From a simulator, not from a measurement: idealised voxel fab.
Proc. module: voxel quadruple lines
Square cells of 5 nm make up the cross-section cut, whose width is 175 nm.
In this document a cross-section is written as a grid of square cells. It is given as a series of bands, listed from the top down, and a band is one or more rows of cells. What a band's entry tells you: where the top is and where the bottom is, as heights in nm, and after that what lies inside, material by material from left to right, each with its width in nm. Empty space is written as the word "blank", and a single material marked with the word "edge to edge" occupies the band from edge to edge. Height 0 is the level under which the wafer as received is all one material. The lowest band goes on downwards, as in "z 0 and below". Per-row width for "30 to 40": begins at first number (top row of band), ends at second number (bottom row), increment between rows held constant. The designation "no change occurred", where it is given for a processing step, indicates that no cell of the cross-section was altered in the course of that step. Closed cavity list: empty space of 8 cells or more with no open way to the top, each as width x height at its distance from the left edge, in nm. Formally, on a step line, whatever follows the settings is a remark that the simulator itself makes on the step. "overlay nm" on a masked step: distance the mask lay right of its planned place, negative for left.

## The following list gives the planned process steps
1,RECEIVE,material Si
2,CONFORMAL_DEP,material SiO2,thk nm 10
3,DIRECTIONAL_DEP,material TiN,thk nm 15
4,DIRECTIONAL_DEP,material polySi,thk nm 20
5,DIRECTIONAL_DEP,material aC,thk nm 25
6,PATTERN,tone cover,mask id MANDREL,material resist,width nm 25,pitch nm 80,thk nm 30,overlay nm 0
7,DIRECTIONAL_ETCH,etch materials aC,depth nm 25
8,STRIP,etch materials resist
9,CONFORMAL_DEP,material SiO2,thk nm 15
10,DIRECTIONAL_ETCH,etch materials SiO2,depth nm 15
11,STRIP,etch materials aC
12,DIRECTIONAL_ETCH,etch materials polySi,depth nm 20
13,STRIP,etch materials SiO2
14,CONFORMAL_DEP,material SiN,thk nm 5
15,DIRECTIONAL_ETCH,etch materials SiN,depth nm 5
16,STRIP,etch materials polySi
17,DIRECTIONAL_ETCH,etch materials TiN,depth nm 15
18,STRIP,etch materials SiN
19,FILL_DEP,material lowk,thk nm 10
20,CMP,height nm 25

## Cross-section of the wafer as it came to us, i.e., already through step 1
- z 0 and below: Si edge to edge
- Closed cavity list: none

## Wafer cross-section at end of module: start and plan as shown above, one execution error
- z 25 to 15: lowk edge to edge
- z 15 to 0: 15 of lowk  5 of TiN  15 of lowk  5 of TiN  15 of lowk  5 of TiN  15 of lowk  5 of TiN  15 of lowk  5 of TiN  15 of lowk  5 of TiN  15 of lowk  5 of TiN  15 of lowk  5 of TiN  15 of lowk
- z 0 and below: Si edge to edge
- Closed cavity list: none
Short version of what went wrong: with respect to the plan, step 2 was omitted and not executed
